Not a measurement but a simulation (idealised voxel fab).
The document below concerns the process module designated voxel wiring stack.
For reference, the cross-section in this document is cut, with width 155 nm and square cells of 5 nm.
How to read a cross-section here: the picture is a grid of square cells, written as bands going from the top down, and any band can span one or more rows of cells.
For a band, the entry starts with two heights in nm, that of the top and then that of the bottom, and carries on with the band's materials in order from left to right, each alongside its width in nm; the word "throughout" beside a single material means it fills the band edge to edge, and "empty" means empty space.
Measure heights from 0. That's the level where, below it, the as-received wafer is all one material. The lowest band is bottomless and extends downward; write it as in "0 -> down".
It should be noted that a width expressed as "30..40" varies in equal increments from row to row of cells within the band, taking the value of the first number at the top row and that of the second number at the bottom row.
For the purposes of this document, the phrase "nothing altered" attached to a step denotes that no cell within the cross-section was modified by that step.
The entry "Enclosed cavities" lists the empty spaces that cover at least 8 cells and have no open path to the top. Each is written as width x height at distance, where the distance is measured from the left edge and all three values are in nm.
On a step's line, text after the settings is the simulator commenting on that step.
overlay nm: where the mask lay relative to plan, measured to the right, on steps with a mask; negatives go left.
Planned process steps:
step 1: RECEIVE, material Si
step 2: CONFORMAL_DEP, material SiO2, thk nm 10
step 3: DIRECTIONAL_DEP, material TiN, thk nm 5
step 4: DIRECTIONAL_DEP, material Ru, thk nm 25
step 5: DIRECTIONAL_DEP, material aC, thk nm 15
step 6: PATTERN, tone cover, mask id METAL_1, material resist, width nm 20, pitch nm 50, thk nm 35, overlay nm 0
step 7: DIRECTIONAL_ETCH, etch materials aC, depth nm 15
step 8: STRIP, etch materials resist
step 9: DIRECTIONAL_ETCH, etch materials Ru, depth nm 25
step 10: DIRECTIONAL_ETCH, etch materials TiN, depth nm 5
step 11: STRIP, etch materials aC
step 12: CONFORMAL_DEP, material SiCN, thk nm 5
step 13: FILL_DEP, material SiO2, thk nm 10
step 14: CMP, height nm 40
step 15: CONFORMAL_DEP, material SiCN, thk nm 5
step 16: DIRECTIONAL_DEP, material SiO2, thk nm 30
step 17: MASKED_ETCH, tone open, mask id METAL_2, width nm 20, pitch nm 50, etch materials SiO2, depth nm 20, overlay nm 0
step 18: PATTERN, tone open, mask id METAL_2_HOLES, material resist, width nm 15, pitch nm 100, thk nm 20, overlay nm 0
step 19: DIRECTIONAL_ETCH, etch materials SiO2, depth nm 10
step 20: DIRECTIONAL_ETCH, etch materials SiCN, depth nm 5
step 21: STRIP, etch materials resist
step 22: CONFORMAL_DEP, material TiN, thk nm 5
step 23: FILL_DEP, material Cu, thk nm 10
step 24: CMP, height nm 75
step 25: CONFORMAL_DEP, material SiCN, thk nm 5
Don't read the plan's thk nm for step 15 as applying to every wafer: that's the first wafer's value, and the wafers differ in it, though they all start identical.
First of several wafers, received after step 1, in cross-section:
  0 -> down  Si throughout
  Enclosed cavities: none
Here is how to read the rows: every wafer has a row, and it shows the wafer at the end of the module, giving for each material how many cells were gained (+) or lost (-) since the wafer was received, then listing its closed voids:
thk nm 5, +24 Cu, +60 Ru, +105 SiCN, +253 SiO2, +54 TiN, Enclosed cavities: none
thk nm 10, +18 Cu, +60 Ru, +136 SiCN, +234 SiO2, +48 TiN, Enclosed cavities: none
thk nm 15, +12 Cu, +60 Ru, +167 SiCN, +215 SiO2, +42 TiN, Enclosed cavities: none
thk nm 20, +6 Cu, +60 Ru, +198 SiCN, +196 SiO2, +36 TiN, Enclosed cavities: none
